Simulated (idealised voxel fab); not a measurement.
Process module heading - voxel capacitor over wiring
Cross-section cut spans 160 nm and uses square cells 5 nm in size.
We lay out every cross-section as a grid of square cells and spell it out in bands from the top down, where one band means one or more rows of cells. It is stipulated that each band's entry specify, in nanometres, the height of the top of the band and then that of its bottom, followed by the materials of the band in left-to-right sequence, each together with its width in nanometres. A single material marked by the word "edge to edge" is understood to fill the band from edge to edge; the word "blank" is understood to denote empty space. For the purposes of this specification, 0 denotes the height below which the wafer in its as-received condition is composed wholly of one material, and the lowermost band, lacking a lower limit, extends downward without end, as expressed in "from 0 down". Width spec "30->40" -> top row of cells at first value, bottom row at second value, equal per-row change in between. Step note "everything unchanged" = no cross-section cell changed. This entry, "Fully enclosed voids", enumerates those empty regions of no fewer than 8 cells that possess no open connection to the top. Each region is reported in the form width x height at distance, the distance being taken from the left edge, with all three quantities expressed in nm. after a step's settings: what the simulator itself notes on the step. A step's line can hold "overlay nm"; with a mask on that step, the setting says how far right of the planned place the mask lay, while a negative setting says it lay to the left.
Below is the list of planned process steps
1: RECEIVE,material Si
2: CONFORMAL_DEP,material SiO2,thk nm 10
3: DIRECTIONAL_DEP,material TiN,thk nm 5
4: DIRECTIONAL_DEP,material Ru,thk nm 15
5: MASKED_ETCH,tone cover,mask id METAL_1,width nm 20,pitch nm 90,etch materials Ru,depth nm 15,overlay nm 0
6: MASKED_ETCH,tone cover,mask id METAL_1,width nm 20,pitch nm 90,etch materials TiN,depth nm 5,overlay nm 0
7: CONFORMAL_DEP,material SiN,thk nm 5
8: FILL_DEP,material lowk,thk nm 5
9: CMP,height nm 30
10: CONFORMAL_DEP,material SiCN,thk nm 5
11: DIRECTIONAL_DEP,material lowk,thk nm 20
12: DIRECTIONAL_DEP,material aC,thk nm 10
13: PATTERN,tone open,mask id PLUG_1,material resist,width nm 15,thk nm 25,overlay nm 0
14: DIRECTIONAL_ETCH,etch materials aC,depth nm 10
15: STRIP,etch materials resist
16: DIRECTIONAL_ETCH,etch materials lowk,depth nm 20
17: DIRECTIONAL_ETCH,etch materials SiCN,depth nm 5
18: STRIP,etch materials aC
19: EPI,material Ru,thk nm 10
20: EPI,material Ru,thk nm 10
21: EPI,material Ru,thk nm 5
22: DIRECTIONAL_DEP,material TiN,thk nm 10
23: DIRECTIONAL_DEP,material Al2O3,thk nm 5
24: DIRECTIONAL_DEP,material TiN,thk nm 10
25: MASKED_ETCH,tone cover,mask id UPPER_PLATE,width nm 75,etch materials TiN,depth nm 10,overlay nm 0
26: MASKED_ETCH,tone cover,mask id UPPER_PLATE,width nm 75,etch materials Al2O3,depth nm 5,overlay nm 0
27: DIRECTIONAL_DEP,material aC,thk nm 15
28: PATTERN,tone cover,mask id LOWER_PLATE,material resist,width nm 85,thk nm 35,overlay nm 0
29: DIRECTIONAL_ETCH,etch materials aC,depth nm 15
30: STRIP,etch materials resist
31: DIRECTIONAL_ETCH,etch materials TiN,depth nm 10
32: STRIP,etch materials aC
33: FILL_DEP,material SiO2,thk nm 20
34: CMP,height nm 95
35: PATTERN,tone open,mask id PLUG_2,material resist,width nm 15,thk nm 20,overlay nm 0
36: DIRECTIONAL_ETCH,etch materials SiO2,depth nm 15
37: STRIP,etch materials resist
38: CONFORMAL_DEP,material TiN,thk nm 5
39: FILL_DEP,material Cu,thk nm 5
40: CMP,height nm 95
41: CONFORMAL_DEP,material SiCN,thk nm 5
Received-state cross-section, reflecting completion of step 1
  from 0 down | Si edge to edge
  Fully enclosed voids: none
Cross-section at module end, one run error; start and plan unchanged from above
  from 100 to 95 | SiCN edge to edge
  from 95 to 90 | 40 nm SiO2 / 15 nm TiN / 105 nm SiO2
  from 90 to 80 | 30 nm SiO2 / 25 nm TiN / 105 nm SiO2
  from 80 to 75 | 30 nm SiO2 / 25 nm Al2O3 / 50 nm TiN / 55 nm SiO2
  from 75 to 70 | 25 nm SiO2 / 80 nm TiN / 55 nm SiO2
  from 70 to 65 | 25 nm SiO2 / 30 nm TiN / 50 nm Al2O3 / 55 nm SiO2
  from 65 to 55 | 20 nm SiO2 / 35 nm Ru / 55 nm TiN / 50 nm SiO2
  from 55 to 35 | 30 nm lowk / 15 nm Ru / 115 nm lowk
  from 35 to 30 | 30 nm SiCN / 15 nm Ru / 115 nm SiCN
  from 30 to 15 | 20 nm lowk / 5 nm SiN / 20 nm Ru / 5 nm SiN / 60 nm lowk / 5 nm SiN / 20 nm Ru / 5 nm SiN / 20 nm lowk
  from 15 to 10 | 25 nm SiN / 20 nm TiN / 70 nm SiN / 20 nm TiN / 25 nm SiN
  from 10 to 0 | SiO2 edge to edge
  from 0 down | Si edge to edge
  Fully enclosed voids: none
Which mistake was made when the wafer was run? an unidentifiable one of the identical steps 19 and 20 was run twice
